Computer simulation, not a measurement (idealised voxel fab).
You're looking at the process module voxel trench capacitor.
Square cells of 5 nm make up the cross-section cut, whose width is 260 nm.
Cross-section format: a grid of square cells, given as bands from top to bottom; each band is one or more rows of cells.
Basically the band line says how high the top is and how high the bottom is, in nm, and then what's in it from left to right, every material with its width in nm. Empty space shows up as "air", and if a single material carries "full width" it runs the full band edge to edge.
Note: height 0 marks the level under which the wafer is uniformly one material as received. Lowest band unbounded below, written "0..down".
The two numbers in a width such as "30->40" mark its ends across the band: the first belongs to the top row of cells, the second to the bottom row, and from each row to the next the width moves by the same amount.
Given "no change" for a step, no cell of the cross-section differs between before and after that step.
The list in "Enclosed cavities" covers empty spaces of 8 cells or more that cannot reach the top through any open way, and it gives each as width x height at distance; the distance is from the left edge, and width, height and distance are in nm.
Anything after a step's settings on that line? It's the simulator's own note about the step.
If you see "overlay nm" on a step's line and that step has a mask, it's telling you how far right of where it was planned the mask ended up; a negative number means it went left instead.

Planned step list for the process
| 1 | op RECEIVE | material Si |
| 2 | op CONFORMAL_DEP | material SiN | thk nm 5 |
| 3 | op MASKED_ETCH | tone open | mask id TRENCH | width nm 15 | pitch nm 40 | etch materials SiN | depth nm 5 | overlay nm 0 |
| 4 | op MASKED_ETCH | tone open | mask id TRENCH | width nm 15 | pitch nm 40 | etch materials Si | depth nm 40 | overlay nm 0 |
| 5 | op CONFORMAL_DEP | material Al2O3 | thk nm 5 |
| 6 | op FILL_DEP | material polySi | thk nm 5 |
| 7 | op CMP | height nm 5 |

So, the first of our two wafers, run just as we planned it

Cross-section: wafer on arrival = after step 1
> 0..down: Si full width
> Enclosed cavities: none

The wafer in cross-section once step 2 is complete
> 5..0: SiN full width
> Below a height of 0, the structure has not been altered.

The wafer in cross-section once step 3 is complete
> 5..0: SiN 100, then air 15, then SiN 25, then air 15, then SiN 105
> Below a height of 0, the structure has not been altered.

The wafer in cross-section once step 4 is complete
> 5..0: SiN 100, then air 15, then SiN 25, then air 15, then SiN 105
> 0..-40: Si 100, then air 15, then Si 25, then air 15, then Si 105
> Below a height of -40, the structure has not been altered.

The wafer in cross-section once step 5 is complete
> 10..5: Al2O3 105, then air 5, then Al2O3 35, then air 5, then Al2O3 110
> 5..0: SiN 100, then Al2O3 5, then air 5, then Al2O3 5, then SiN 25, then Al2O3 5, then air 5, then Al2O3 5, then SiN 105
> 0..-35: Si 100, then Al2O3 5, then air 5, then Al2O3 5, then Si 25, then Al2O3 5, then air 5, then Al2O3 5, then Si 105
> -35..-40: Si 100, then Al2O3 15, then Si 25, then Al2O3 15, then Si 105
> Below a height of -40, the structure has not been altered.

The wafer in cross-section once step 6 is complete
> 15..10: polySi full width
> 10..5: Al2O3 105, then polySi 5, then Al2O3 35, then polySi 5, then Al2O3 110
> 5..0: SiN 100, then Al2O3 5, then polySi 5, then Al2O3 5, then SiN 25, then Al2O3 5, then polySi 5, then Al2O3 5, then SiN 105
> 0..-35: Si 100, then Al2O3 5, then polySi 5, then Al2O3 5, then Si 25, then Al2O3 5, then polySi 5, then Al2O3 5, then Si 105
> Below a height of -35, the structure has not been altered.

The wafer in cross-section once step 7 is complete
> 5..0: SiN 100, then Al2O3 5, then polySi 5, then Al2O3 5, then SiN 25, then Al2O3 5, then polySi 5, then Al2O3 5, then SiN 105
> Below a height of 0, the structure has not been altered.

Wafer two of two - same starting point, same process plan, one mistake in execution; matches wafer one up to and including step 3

Second wafer shown in cross-section at the time step 4 was slated to end
> 5..0: SiN 100, then air 15, then SiN 25, then air 15, then SiN 105
> 0..-40: Si 110, then air 5, then Si 35, then air 5, then Si 105
> Below a height of -40, the structure has not been altered.

Second wafer shown in cross-section at the time step 5 was slated to end
> 10..5: Al2O3 105, then air 5, then Al2O3 35, then air 5, then Al2O3 110
> 5..0: SiN 100, then Al2O3 15, then SiN 25, then Al2O3 15, then SiN 105
> 0..-40: Si 110, then Al2O3 5, then Si 35, then Al2O3 5, then Si 105
> Below a height of -40, the structure has not been altered.

Second wafer shown in cross-section at the time step 6 was slated to end
> 15..10: polySi full width
> 10..5: Al2O3 105, then polySi 5, then Al2O3 35, then polySi 5, then Al2O3 110
> Below a height of 5, the structure has not been altered.

Second wafer shown in cross-section at the time step 7 was slated to end
> 5..0: SiN 100, then Al2O3 15, then SiN 25, then Al2O3 15, then SiN 105
> Below a height of 0, the structure has not been altered.
Deviation from plan: so step 4 ended up running with a different setting than we planned, it ran as op MASKED_ETCH | tone open | mask id TRENCH | width nm 15 | pitch nm 40 | etch materials Si | depth nm 40 | overlay nm 10
It is noted that, at the conclusion of processing, the second wafer exhibits a higher or lower cell count for certain materials relative to the first: Al2O3 -16 | Si +32 | polySi -16
